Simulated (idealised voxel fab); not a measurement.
voxel tone inversion: a process module
The figure presents cross-section cut, which has a width of 275 nm and is divided into square cells with an edge length of 5 nm.
Square cells in a grid make up a cross-section in this document, and the grid is given as bands, listed from the top down, each one or more rows of cells.
Band: top height; bottom height; in nm. Then, left to right: material with width in nm, for each material. "everywhere": a single material spanning edge to edge. "empty": empty space.
Heads up on the height convention: 0 is the point under which the incoming wafer is all one material, and the lowest band has no bottom, it just keeps going down, like "0 nm and below".
Graded width ("30 to 40"): value in top row of band = first number; value in bottom row = second number; row-to-row change constant.
"left unchanged", as given for a step, is the statement that not any cell of the cross-section underwent a change during that step.
Empty spaces counting at least 8 cells and having no open way to the top are listed in "Non-vented voids". The notation width x height at distance is used for each, the distance being from the left edge and all three values in nm.
On a step's line, text after the settings is the simulator commenting on that step.
The line of a step may include "overlay nm". On a step with a mask, this value is how far to the right of its planned place the mask lay. A negative value means the mask lay to the left.
List of planned process steps
1,RECEIVE: material Si
2,CONFORMAL_DEP: material SiN, thk nm 10
3,DIRECTIONAL_DEP: material aC, thk nm 15
4,PATTERN: tone cover, mask id POSTS, material resist, width nm 25, pitch nm 45, thk nm 20, overlay nm 0
5,DIRECTIONAL_ETCH: etch materials aC, depth nm 15
6,STRIP: etch materials resist
7,FILL_DEP: material SiO2, thk nm 5
8,CMP: height nm 25
9,STRIP: etch materials aC
10,CONFORMAL_DEP: material TiN, thk nm 5
11,FILL_DEP: material Cu, thk nm 5
12,CMP: height nm 25
13,CONFORMAL_DEP: material SiN, thk nm 5
First of the two wafers, run per plan
Cross-section: wafer on arrival = after step 1
> 0 nm and below  Si everywhere
> Non-vented voids: none
After step 2, in cross-section
> 10 nm to 0 nm  SiN everywhere
> All layers under 0 are left as they were.
After step 3, in cross-section
> 25 nm to 10 nm  aC everywhere
> All layers under 10 are left as they were.
After step 4, in cross-section
> 45 nm to 25 nm  empty: 55, resist: 25, empty: 20, resist: 25, empty: 20, resist: 25, empty: 20, resist: 25, empty: 60
> All layers under 25 are left as they were.
After step 5, in cross-section
> 30 nm to 25 nm  empty: 55, resist: 25, empty: 20, resist: 25, empty: 20, resist: 25, empty: 20, resist: 25, empty: 60
> 25 nm to 10 nm  empty: 55, aC: 25, empty: 20, aC: 25, empty: 20, aC: 25, empty: 20, aC: 25, empty: 60
> All layers under 10 are left as they were.
After step 6, in cross-section
> 25 nm to 10 nm  empty: 55, aC: 25, empty: 20, aC: 25, empty: 20, aC: 25, empty: 20, aC: 25, empty: 60
> All layers under 10 are left as they were.
After step 7, in cross-section
> 30 nm to 25 nm  SiO2 everywhere
> 25 nm to 10 nm  SiO2: 55, aC: 25, SiO2: 20, aC: 25, SiO2: 20, aC: 25, SiO2: 20, aC: 25, SiO2: 60
> All layers under 10 are left as they were.
After step 8, in cross-section
> 25 nm to 10 nm  SiO2: 55, aC: 25, SiO2: 20, aC: 25, SiO2: 20, aC: 25, SiO2: 20, aC: 25, SiO2: 60
> All layers under 10 are left as they were.
After step 9, in cross-section
> 25 nm to 10 nm  SiO2: 55, empty: 25, SiO2: 20, empty: 25, SiO2: 20, empty: 25, SiO2: 20, empty: 25, SiO2: 60
> All layers under 10 are left as they were.
After step 10, in cross-section
> 30 nm to 25 nm  TiN: 60, empty: 15, TiN: 30, empty: 15, TiN: 30, empty: 15, TiN: 30, empty: 15, TiN: 65
> 25 nm to 15 nm  SiO2: 55, TiN: 5, empty: 15, TiN: 5, SiO2: 20, TiN: 5, empty: 15, TiN: 5, SiO2: 20, TiN: 5, empty: 15, TiN: 5, SiO2: 20, TiN: 5, empty: 15, TiN: 5, SiO2: 60
> 15 nm to 10 nm  SiO2: 55, TiN: 25, SiO2: 20, TiN: 25, SiO2: 20, TiN: 25, SiO2: 20, TiN: 25, SiO2: 60
> All layers under 10 are left as they were.
After step 11, in cross-section
> 35 nm to 30 nm  Cu everywhere
> 30 nm to 25 nm  TiN: 60, Cu: 15, TiN: 30, Cu: 15, TiN: 30, Cu: 15, TiN: 30, Cu: 15, TiN: 65
> 25 nm to 15 nm  SiO2: 55, TiN: 5, Cu: 15, TiN: 5, SiO2: 20, TiN: 5, Cu: 15, TiN: 5, SiO2: 20, TiN: 5, Cu: 15, TiN: 5, SiO2: 20, TiN: 5, Cu: 15, TiN: 5, SiO2: 60
> All layers under 15 are left as they were.
After step 12, in cross-section
> 25 nm to 15 nm  SiO2: 55, TiN: 5, Cu: 15, TiN: 5, SiO2: 20, TiN: 5, Cu: 15, TiN: 5, SiO2: 20, TiN: 5, Cu: 15, TiN: 5, SiO2: 20, TiN: 5, Cu: 15, TiN: 5, SiO2: 60
> All layers under 15 are left as they were.
After step 13, in cross-section
> 30 nm to 25 nm  SiN everywhere
> All layers under 25 are left as they were.
Okay, second wafer. Nothing different at the start, nothing different in the plan, just one mistake somewhere in the running. As far as step 7, counting that step, it's the first wafer all over again
The second wafer in cross-section, at the planned close of step 8
> 15 nm to 10 nm  SiO2: 55, aC: 25, SiO2: 20, aC: 25, SiO2: 20, aC: 25, SiO2: 20, aC: 25, SiO2: 60
> All layers under 10 are left as they were.
The second wafer in cross-section, at the planned close of step 9
> 15 nm to 10 nm  SiO2: 55, empty: 25, SiO2: 20, empty: 25, SiO2: 20, empty: 25, SiO2: 20, empty: 25, SiO2: 60
> All layers under 10 are left as they were.
The second wafer in cross-section, at the planned close of step 10
> 20 nm to 15 nm  TiN: 60, empty: 15, TiN: 30, empty: 15, TiN: 30, empty: 15, TiN: 30, empty: 15, TiN: 65
> 15 nm to 10 nm  SiO2: 55, TiN: 25, SiO2: 20, TiN: 25, SiO2: 20, TiN: 25, SiO2: 20, TiN: 25, SiO2: 60
> All layers under 10 are left as they were.
The second wafer in cross-section, at the planned close of step 11
> 25 nm to 20 nm  Cu everywhere
> 20 nm to 15 nm  TiN: 60, Cu: 15, TiN: 30, Cu: 15, TiN: 30, Cu: 15, TiN: 30, Cu: 15, TiN: 65
> All layers under 15 are left as they were.
The second wafer in cross-section, at the planned close of step 12: left unchanged
The second wafer in cross-section, at the planned close of step 13
> 30 nm to 25 nm  SiN everywhere
> All layers under 25 are left as they were.
Finding, execution versus plan: step 8 did not happen as planned, as run it was CMP: height nm 15
at the end the second wafer has, in cells: Cu +43, SiO2 -70, TiN +27
